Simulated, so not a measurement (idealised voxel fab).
The following is a process module called voxel air gaps.
The cross-section shown here is cut; it is 285 nm wide and divided into square cells measuring 5 nm on a side.
Notation: cross-section as square-cell grid; stated in bands, top first, going down; one or more cell rows per band.
Read a band's entry like this: the first values are the height of its top and the height of its bottom in nm, and what follows is the sequence of materials from left to right, each with its width in nm. Note that "air" is empty space, and that a single material marked "full width" reaches across the band from edge to edge.
The level at which height equals 0 is the one under which the wafer, as it arrives, is entirely one material. No lower edge exists for the bottom band, which continues downward and is notated as in "0 down".
So if you see something like "30..40" for the width, read it as the top row of the band sitting at the first number and the bottom row at the second, with every row in between moving by the same amount as the last.
Reading "no modification" for a step: not a cell of the cross-section changed in it.
Enclosed voids (no open way to top), threshold 8 cells or more, entry "Cavities, closed", notation width x height at distance, distance from left edge, nm.
It should be noted that, on the line of a given step, the content following the step's settings is a remark produced by the simulator itself with respect to that step.
Each step line may optionally specify "overlay nm", which for a step with a mask gives the rightward distance between the mask's planned place and where it lay, a negative value indicating the leftward direction.

-- Planned step list for the process
1) RECEIVE,material Si
2) CONFORMAL_DEP,material SiO2,thk nm 15
3) CONFORMAL_DEP,material SiN,thk nm 5
4) DIRECTIONAL_DEP,material lowk,thk nm 30
5) MASKED_ETCH,tone open,mask id LINES,width nm 20,pitch nm 50,etch materials lowk,depth nm 30,overlay nm 0
6) CONFORMAL_DEP,material TiN,thk nm 5
7) FILL_DEP,material Cu,thk nm 10
8) CMP,height nm 50
9) EPI,material Ru,thk nm 10
10) SELECTIVE_ETCH,etch materials lowk,depth nm 40
11) CONFORMAL_DEP,material SiCN,thk nm 5

-- Shown in cross-section is the wafer as received, that is, as it stands after step 1
	0 down | Si full width
	Cavities, closed: none

-- Cross-section at module end, one run error; start and plan unchanged from above
	65 to 60 | air=40, then SiCN=200, then air=45
	60 to 50 | air=40, then SiCN=5, then Ru=40, then SiCN=10, then Ru=40, then SiCN=10, then Ru=40, then SiCN=10, then Ru=40, then SiCN=5, then air=45
	50 to 45 | air=40, then SiCN=15, then TiN=5, then Cu=10, then TiN=5, then SiCN=30, then TiN=5, then Cu=10, then TiN=5, then SiCN=30, then TiN=5, then Cu=10, then TiN=5, then SiCN=30, then TiN=5, then Cu=10, then TiN=5, then SiCN=15, then air=45
	45 to 25 | air=50, then SiCN=5, then TiN=5, then Cu=10, then TiN=5, then SiCN=5, then air=20, then SiCN=5, then TiN=5, then Cu=10, then TiN=5, then SiCN=5, then air=20, then SiCN=5, then TiN=5, then Cu=10, then TiN=5, then SiCN=5, then air=20, then SiCN=5, then TiN=5, then Cu=10, then TiN=5, then SiCN=5, then air=55
	25 to 20 | SiCN=55, then TiN=20, then SiCN=30, then TiN=20, then SiCN=30, then TiN=20, then SiCN=30, then TiN=20, then SiCN=60
	20 to 5 | SiO2 full width
	5 to 0 | SiN full width
	0 down | Si full width
	Cavities, closed: 20 x 20 at 80; 20 x 20 at 130; 20 x 20 at 180
Here's what went sideways: steps 2 and 3: order swapped relative to plan
